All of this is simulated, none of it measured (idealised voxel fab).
process module | voxel self aligned vias
cross-section cut | 260 nm wide | cells 5 nm
A cross-section is a grid of square cells, given in bands from the top down. A band is one or more rows of cells.
Each band's line starts with the height of the band's top and of its bottom, in nm. Then come its materials from left to right, each with its width in nm. One material with "throughout" fills the band from edge to edge. "air" is empty space.
Height 0 is the level under which the wafer as received is all one material. The lowest band goes on downwards, as in "0 down".
A width such as "30 to 40" changes by the same amount from each row of cells to the next, from the band's top row to its bottom row.
"no change" after a step means that no cell of the cross-section changed.
closed voids: empty space of 8 cells or more with no open way to the top, each as width x height at its distance from the left edge, in nm
after a step's settings: what the simulator itself notes on the step
overlay nm, on a step with a mask: how far to the right of its planned place the mask lay; to the left if negative
plan
1 op RECEIVE | material Si
2 op CONFORMAL_DEP | material SiO2 | thk nm 10
3 op CONFORMAL_DEP | material SiCN | thk nm 5
4 op DIRECTIONAL_DEP | material SiO2 | thk nm 30
5 op MASKED_ETCH | tone open | mask id LINES | width nm 20 | pitch nm 55 | etch materials SiO2 | depth nm 30 | overlay nm 0
6 op CONFORMAL_DEP | material TiN | thk nm 5
7 op FILL_DEP | material Ru | thk nm 5
8 op CMP | height nm 45
9 op SELECTIVE_ETCH | etch materials W Ru TiN | depth nm 5
10 op FILL_DEP | material SiN | thk nm 5
11 op CMP | height nm 45
12 op DIRECTIONAL_DEP | material SiO2 | thk nm 15
13 op MASKED_ETCH | tone open | mask id VIAS | width nm 30 | pitch nm 55 | etch materials SiO2 | depth nm 15 | overlay nm 0
14 op MASKED_ETCH | tone open | mask id VIAS | width nm 30 | pitch nm 55 | etch materials SiN | depth nm 5 | overlay nm 0
15 op CONFORMAL_DEP | material TiN | thk nm 5
16 op FILL_DEP | material Cu | thk nm 10
17 op CMP | height nm 60
18 op CONFORMAL_DEP | material SiN | thk nm 5
as received, after step 1
  0 down: Si throughout
  closed voids: none
a wafer at the end: this start, this plan, one mistake
  65 to 60: SiN throughout
  60 to 50: SiO2 60 | TiN 5 | Cu 20 | TiN 5 | SiO2 25 | TiN 5 | Cu 20 | TiN 5 | SiO2 25 | TiN 5 | Cu 20 | TiN 5 | SiO2 60
  50 to 45: SiO2 60 | TiN 10 | Cu 10 | TiN 10 | SiO2 25 | TiN 10 | Cu 10 | TiN 10 | SiO2 25 | TiN 10 | Cu 10 | TiN 10 | SiO2 60
  45 to 40: SiO2 65 | TiN 20 | SiO2 35 | TiN 20 | SiO2 35 | TiN 20 | SiO2 65
  40 to 20: SiO2 65 | TiN 5 | W 10 | TiN 5 | SiO2 35 | TiN 5 | W 10 | TiN 5 | SiO2 35 | TiN 5 | W 10 | TiN 5 | SiO2 65
  20 to 15: SiO2 65 | TiN 20 | SiO2 35 | TiN 20 | SiO2 35 | TiN 20 | SiO2 65
  15 to 10: SiCN throughout
  10 to 0: SiO2 throughout
  0 down: Si throughout
  closed voids: none
what went wrong: step 7 ran as: op FILL_DEP | material W | thk nm 5
